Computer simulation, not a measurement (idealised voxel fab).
A process module follows: voxel self aligned vias.
FYI the section here is cut, 140 nm wide, cells are 5 nm squares.
Cross-section layout: square cells on a grid; listed as bands, top to bottom; a band spans one or more cell rows.
Top, bottom (nm), then materials left to right with widths (nm); lone material tagged "full width" fills the whole band edge to edge; "blank" = empty space.
The reference from which all heights are counted is 0, the level beneath which the as-received wafer is entirely one material; the lowest band, having no lower bound, proceeds downward and is written after the example "from 0 down".
Top row gets the first number, bottom row gets the second, and each row in between changes by the same step: that is how a band width like "30 to 40" works.
"remains unaltered" means the step left every cell of the cross-section as it was.
In the "Enclosed void inventory" entry, you get each enclosed empty space of 8 cells or more, one with no open way to the top, written width x height at distance, distance from the left edge, in nm.
Heads up: the bit after the settings on a step's line is the simulator's remark on that step.
The line of a step may include "overlay nm". On a step with a mask, this value is how far to the right of its planned place the mask lay. A negative value means the mask lay to the left.

Process steps foreseen in the plan
1) op RECEIVE | material Si
2) op CONFORMAL_DEP | material SiO2 | thk nm 15
3) op CONFORMAL_DEP | material SiCN | thk nm 5
4) op DIRECTIONAL_DEP | material SiO2 | thk nm 30
5) op DIRECTIONAL_DEP | material aC | thk nm 10
6) op PATTERN | tone open | mask id LINES | material resist | width nm 25 | pitch nm 60 | thk nm 30 | overlay nm 0
7) op DIRECTIONAL_ETCH | etch materials aC | depth nm 10
8) op STRIP | etch materials resist
9) op DIRECTIONAL_ETCH | etch materials SiO2 | depth nm 30
10) op STRIP | etch materials aC
11) op CONFORMAL_DEP | material TiN | thk nm 5
12) op FILL_DEP | material W | thk nm 10
13) op CMP | height nm 50
14) op SELECTIVE_ETCH | etch materials W Ru TiN | depth nm 5
15) op FILL_DEP | material SiN | thk nm 10
16) op CMP | height nm 50
17) op DIRECTIONAL_DEP | material SiO2 | thk nm 20
18) op DIRECTIONAL_DEP | material aC | thk nm 15
19) op PATTERN | tone open | mask id VIAS | material resist | width nm 35 | thk nm 35 | overlay nm 0
20) op DIRECTIONAL_ETCH | etch materials aC | depth nm 15
21) op STRIP | etch materials resist
22) op DIRECTIONAL_ETCH | etch materials SiO2 | depth nm 20
23) op DIRECTIONAL_ETCH | etch materials SiN | depth nm 5
24) op STRIP | etch materials aC
25) op CONFORMAL_DEP | material TiN | thk nm 5
26) op FILL_DEP | material Ru | thk nm 10
27) op CMP | height nm 70
28) op CONFORMAL_DEP | material SiN | thk nm 5

Cross-sectional view of the wafer in its as-received condition, corresponding to the state after step 1
> from 0 down | Si full width
> Enclosed void inventory: none

As-planned run: cross-section of the first of two wafers at end of module
> from 75 to 70 | SiN full width
> from 70 to 55 | 20 of SiO2 | 5 of TiN | 25 of Ru | 5 of TiN | 85 of SiO2
> from 55 to 50 | 20 of SiO2 | 10 of TiN | 15 of Ru | 10 of TiN | 85 of SiO2
> from 50 to 45 | 25 of SiO2 | 25 of TiN | 35 of SiO2 | 25 of SiN | 30 of SiO2
> from 45 to 25 | 25 of SiO2 | 5 of TiN | 15 of W | 5 of TiN | 35 of SiO2 | 5 of TiN | 15 of W | 5 of TiN | 30 of SiO2
> from 25 to 20 | 25 of SiO2 | 25 of TiN | 35 of SiO2 | 25 of TiN | 30 of SiO2
> from 20 to 15 | SiCN full width
> from 15 to 0 | SiO2 full width
> from 0 down | Si full width
> Enclosed void inventory: none

Module end: cross-section of wafer two of two. Same start and process plan as the first wafer. One mistake during execution
> from 75 to 70 | SiN full width
> from 70 to 55 | 20 of SiO2 | 5 of SiCN | 25 of Ru | 5 of SiCN | 85 of SiO2
> from 55 to 50 | 20 of SiO2 | 10 of SiCN | 15 of Ru | 10 of SiCN | 85 of SiO2
> from 50 to 45 | 25 of SiO2 | 25 of SiCN | 35 of SiO2 | 25 of SiN | 30 of SiO2
> from 45 to 25 | 25 of SiO2 | 5 of TiN | 15 of W | 5 of TiN | 35 of SiO2 | 5 of TiN | 15 of W | 5 of TiN | 30 of SiO2
> from 25 to 20 | 25 of SiO2 | 25 of TiN | 35 of SiO2 | 25 of TiN | 30 of SiO2
> from 20 to 15 | SiCN full width
> from 15 to 0 | SiO2 full width
> from 0 down | Si full width
> Enclosed void inventory: none
Misprocessing identified: the process deviated at step 25: the operation and settings actually run there were op CONFORMAL_DEP | material SiCN | thk nm 5
End check, counted in cells, second wafer has more or fewer of these materials than the first: 15 more of SiCN; 15 fewer of TiN
